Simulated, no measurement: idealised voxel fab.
process module | voxel air gaps
cross-section cut | 210 nm wide | cells 5 nm
A cross-section is a grid of square cells, given in bands from the top down. A band is one or more rows of cells.
Each band's line starts with the height of the band's top and of its bottom, in nm. Then come its materials from left to right, each with its width in nm. One material with "throughout" fills the band from edge to edge. "air" is empty space.
Height 0 is the level under which the wafer as received is all one material. The lowest band goes on downwards, as in "0 down".
A width such as "30 to 40" changes by the same amount from each row of cells to the next, from the band's top row to its bottom row.
"no change" after a step means that no cell of the cross-section changed.
closed voids: empty space of 8 cells or more with no open way to the top, each as width x height at its distance from the left edge, in nm
after a step's settings: what the simulator itself notes on the step
overlay nm, on a step with a mask: how far to the right of its planned place the mask lay; to the left if negative
plan
1 op RECEIVE | material Si
2 op CONFORMAL_DEP | material SiO2 | thk nm 10
3 op CONFORMAL_DEP | material SiN | thk nm 5
4 op DIRECTIONAL_DEP | material lowk | thk nm 40
5 op PATTERN | tone open | mask id LINES | material resist | width nm 15 | pitch nm 40 | thk nm 15 | overlay nm 0
6 op DIRECTIONAL_ETCH | etch materials lowk | depth nm 40
7 op STRIP | etch materials resist
8 op CONFORMAL_DEP | material TiN | thk nm 5
9 op FILL_DEP | material Ru | thk nm 10
10 op CMP | height nm 55
11 op EPI | material Ru | thk nm 10
12 op SELECTIVE_ETCH | etch materials lowk | depth nm 50
13 op CONFORMAL_DEP | material SiCN | thk nm 5
as received, after step 1
  0 down: Si throughout
  closed voids: none
first wafer at the end, as planned
  70 to 65: air 40 | SiCN 125 | air 45
  65 to 55: air 40 | SiCN 5 | Ru 35 | SiCN 5 | Ru 35 | SiCN 5 | Ru 35 | SiCN 5 | air 45
  55 to 50: air 40 | SiCN 15 | TiN 5 | Ru 5 | TiN 5 | SiCN 25 | TiN 5 | Ru 5 | TiN 5 | SiCN 25 | TiN 5 | Ru 5 | TiN 5 | SiCN 15 | air 45
  50 to 20: air 50 | SiCN 5 | TiN 5 | Ru 5 | TiN 5 | SiCN 5 | air 15 | SiCN 5 | TiN 5 | Ru 5 | TiN 5 | SiCN 5 | air 15 | SiCN 5 | TiN 5 | Ru 5 | TiN 5 | SiCN 5 | air 55
  20 to 15: SiCN 55 | TiN 15 | SiCN 25 | TiN 15 | SiCN 25 | TiN 15 | SiCN 60
  15 to 10: SiN throughout
  10 to 0: SiO2 throughout
  0 down: Si throughout
  closed voids: 15 x 30 at 75; 15 x 30 at 115
second wafer at the end: like start, like plan, one mistake
  70 to 65: air 40 | SiCN 125 | air 45
  65 to 55: air 40 | SiCN 5 | Ru 35 | SiCN 5 | Ru 35 | SiCN 5 | Ru 35 | SiCN 5 | air 45
  55 to 50: air 40 | SiCN 15 | TiN 5 | Ru 5 | TiN 5 | SiCN 25 | TiN 5 | Ru 5 | TiN 5 | SiCN 25 | TiN 5 | Ru 5 | TiN 5 | SiCN 15 | air 45
  50 to 20: air 50 | SiCN 5 | TiN 5 | Ru 5 | TiN 5 | SiCN 5 | air 15 | SiCN 5 | TiN 5 | Ru 5 | TiN 5 | SiCN 5 | air 15 | SiCN 5 | TiN 5 | Ru 5 | TiN 5 | SiCN 5 | air 55
  20 to 15: SiCN 55 | TiN 15 | SiCN 25 | TiN 15 | SiCN 25 | TiN 15 | SiCN 60
  15 to 5: SiO2 throughout
  5 to 0: SiN throughout
  0 down: Si throughout
  closed voids: 15 x 30 at 75; 15 x 30 at 115
what went wrong: steps 2 and 3 were swapped
at the end the second wafer has, in cells: as many of each material as the first, in other places
